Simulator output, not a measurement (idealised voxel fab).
Presented below is a process module, voxel ribs on slabs.
Displayed cross-section: cut, width of 265 nm, square cells sized 5 nm.
When this document writes out a cross-section, it uses a grid of square cells and lists it as bands, beginning at the top and moving down, with a band standing for one or more rows of cells. A band entry consists of two parts. The first gives the height of the band's top and the height of its bottom, in nm. The rest lists the band's materials from left to right, each with its width in nm. A single material labelled with the word "full width" fills the band from edge to edge, and the word "empty" marks empty space. All heights in this document are referenced to 0, defined as the level beneath which the wafer, as received, consists entirely of one material. The lowest band is not bounded below; it extends indefinitely downward and is written in the form "0 -> down". The width entry "30 to 40" should be interpreted row by row: the top row of cells in the band takes the first number, the bottom row takes the second number, and the change between adjacent rows is uniform throughout. "remains unaltered", as given for a step, is the statement that not any cell of the cross-section underwent a change during that step. Enclosed voids (no open way to top), threshold 8 cells or more, entry "Sealed void inventory", notation width x height at distance, distance from left edge, nm. Anything after a step's settings on that line? It's the simulator's own note about the step. The line of a step may include "overlay nm". On a step with a mask, this value is how far to the right of its planned place the mask lay. A negative value means the mask lay to the left.
[Here's what the planned process steps look like]
1) RECEIVE, material Si
2) DIRECTIONAL_DEP, material SiO2, thk nm 30
3) DIRECTIONAL_DEP, material SiN, thk nm 25
4) PATTERN, tone cover, mask id RIB, material resist, width nm 20, thk nm 15, overlay nm 0
5) DIRECTIONAL_ETCH, etch materials SiN, depth nm 15
6) STRIP, etch materials resist
7) PATTERN, tone cover, mask id SLAB, material resist, width nm 70, thk nm 20, overlay nm 0
8) DIRECTIONAL_ETCH, etch materials SiN, depth nm 10
9) STRIP, etch materials resist
10) FILL_DEP, material SiO2, thk nm 15
11) CMP, height nm 65
12) DIRECTIONAL_DEP, material W, thk nm 5
13) PATTERN, tone cover, mask id HEATER, material resist, width nm 30, thk nm 15, overlay nm 0
14) DIRECTIONAL_ETCH, etch materials W, depth nm 5
15) STRIP, etch materials resist
16) CONFORMAL_DEP, material SiO2, thk nm 10
[Wafer at receipt (post step 1), cross-section]
  0 -> down: Si full width
  Sealed void inventory: none
[Module complete - cross-section of the first of two wafers, run according to plan]
  80 -> 75: 105 of empty, then 50 of SiO2, then 110 of empty
  75 -> 70: SiO2 full width
  70 -> 65: 115 of SiO2, then 30 of W, then 120 of SiO2
  65 -> 55: SiO2 full width
  55 -> 40: 120 of SiO2, then 20 of SiN, then 125 of SiO2
  40 -> 30: 95 of SiO2, then 70 of SiN, then 100 of SiO2
  30 -> 0: SiO2 full width
  0 -> down: Si full width
  Sealed void inventory: none
[Cross-section of the latter of the two wafers at module completion. It had an identical start and an identical plan to the former; in running it, one mistake was made]
  80 -> 75: 105 of empty, then 50 of SiO2, then 110 of empty
  75 -> 70: SiO2 full width
  70 -> 65: 115 of SiO2, then 30 of W, then 120 of SiO2
  65 -> 55: 95 of SiO2, then 70 of SiN, then 100 of SiO2
  55 -> 30: SiN full width
  30 -> 0: SiO2 full width
  0 -> down: Si full width
  Sealed void inventory: none
Short version of what went wrong: step 3, plan: ran twice
The final cell counts differ between the wafers, with the second having more or fewer of some materials than the first: SiN: 253 more, SiO2: 253 fewer
